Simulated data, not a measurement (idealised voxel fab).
The following process module bears the name voxel self aligned contacts.
Xsec cut, 180 nm wide, square cell size 5 nm.
Think of the cross-section as a grid of square cells. We describe it in bands, top to bottom, and each band covers one or more rows of those cells. Heights first: top, then bottom, in nm. Then materials, left to right, each with a width in nm. "throughout" on a single material: fills the band edge to edge. "blank": empty space. Basically, 0 is our baseline, since under it the wafer straight out of the box is all one material. The bottom band has no lower end and keeps on going down, so it looks like "0..down". A width given as "30->40" starts at the first number in the band's top row and ends at the second number in its bottom row, shifting by an equal amount at every step from row to row. Step marked "no alterations made"? Then no cell in the cross-section changed in it. The entry titled "Tabulated closed voids" provides the empty spaces that have no open way to the top, restricted to those of 8 cells or more. Each is presented as width x height at distance, the distance being measured from the left edge, with all three in nm. What comes after the settings on a step's line is commentary from the simulator itself on that step. Among the settings permitted on a step's line is "overlay nm"; applied to a step with a mask, it specifies the extent to which the mask lay to the right of its planned position, whereas a negative figure signifies a position to the left.
Process steps foreseen in the plan
| 1 | RECEIVE, material Si |
| 2 | OXIDIZE, depth nm 5 |
| 3 | DIRECTIONAL_DEP, material polySi, thk nm 25 |
| 4 | DIRECTIONAL_DEP, material SiN, thk nm 15 |
| 5 | PATTERN, tone cover, mask id GATE, material resist, width nm 30, pitch nm 60, thk nm 20, overlay nm 0 |
| 6 | DIRECTIONAL_ETCH, etch materials SiN, depth nm 15 |
| 7 | DIRECTIONAL_ETCH, etch materials polySi, depth nm 25 |
| 8 | STRIP, etch materials resist |
| 9 | CONFORMAL_DEP, material SiN, thk nm 5 |
| 10 | DIRECTIONAL_ETCH, etch materials SiN, depth nm 5 |
| 11 | FILL_DEP, material SiO2, thk nm 15 |
| 12 | CMP, height nm 50 |
| 13 | MASKED_ETCH, tone open, mask id CONTACT, width nm 40, etch materials SiO2, depth nm 55, overlay nm 0 |
| 14 | CONFORMAL_DEP, material TiN, thk nm 5 |
| 15 | FILL_DEP, material W, thk nm 5 |
| 16 | CMP, height nm 50 |
| 17 | CONFORMAL_DEP, material SiCN, thk nm 5 |
Here's what the wafer looked like in cross-section when it arrived - that's after step 1
0..down: Si throughout
Tabulated closed voids: none
Here's the cross-section of the first of our two wafers at the end of the module - it ran as planned
55..50: SiCN throughout
50..40: 70 nm SiO2 / 5->15 nm TiN / 30->10 nm W / 5->15 nm TiN / 70 nm SiO2
40..25: 40 nm SiO2 / 40 nm SiN / 5 nm TiN / 10 nm W / 5 nm TiN / 40 nm SiN / 40 nm SiO2
25..0: 40 nm SiO2 / 5 nm SiN / 30 nm polySi / 5 nm SiN / 5 nm TiN / 10 nm W / 5 nm TiN / 5 nm SiN / 30 nm polySi / 5 nm SiN / 40 nm SiO2
0..-5: 80 nm SiO2 / 20 nm TiN / 80 nm SiO2
-5..down: Si throughout
Tabulated closed voids: none
What the second wafer looks like in cross-section once the module is done. Its start and its plan matched the first wafer's exactly; what differed was one mistake in how it was run
55..50: SiCN throughout
50..40: 75 nm SiO2 / 5->10 nm TiN / 30->10 nm W / 5->20 nm TiN / 65 nm SiO2
40..25: 40 nm SiO2 / 40 nm SiN / 5 nm TiN / 10 nm W / 5 nm TiN / 40 nm SiN / 40 nm SiO2
25..0: 40 nm SiO2 / 5 nm SiN / 30 nm polySi / 5 nm SiN / 5 nm TiN / 10 nm W / 5 nm TiN / 5 nm SiN / 30 nm polySi / 5 nm SiN / 40 nm SiO2
0..-5: 80 nm SiO2 / 20 nm TiN / 80 nm SiO2
-5..down: Si throughout
Tabulated closed voids: none
Heads up, the wafer didn't run the way we planned it: step 13 ran as: MASKED_ETCH, tone open, mask id CONTACT, width nm 40, etch materials SiO2, depth nm 55, overlay nm 5
In the final comparison it is observed that the number of cells assigned to each material is identical for the two wafers, whereas their placement is not.
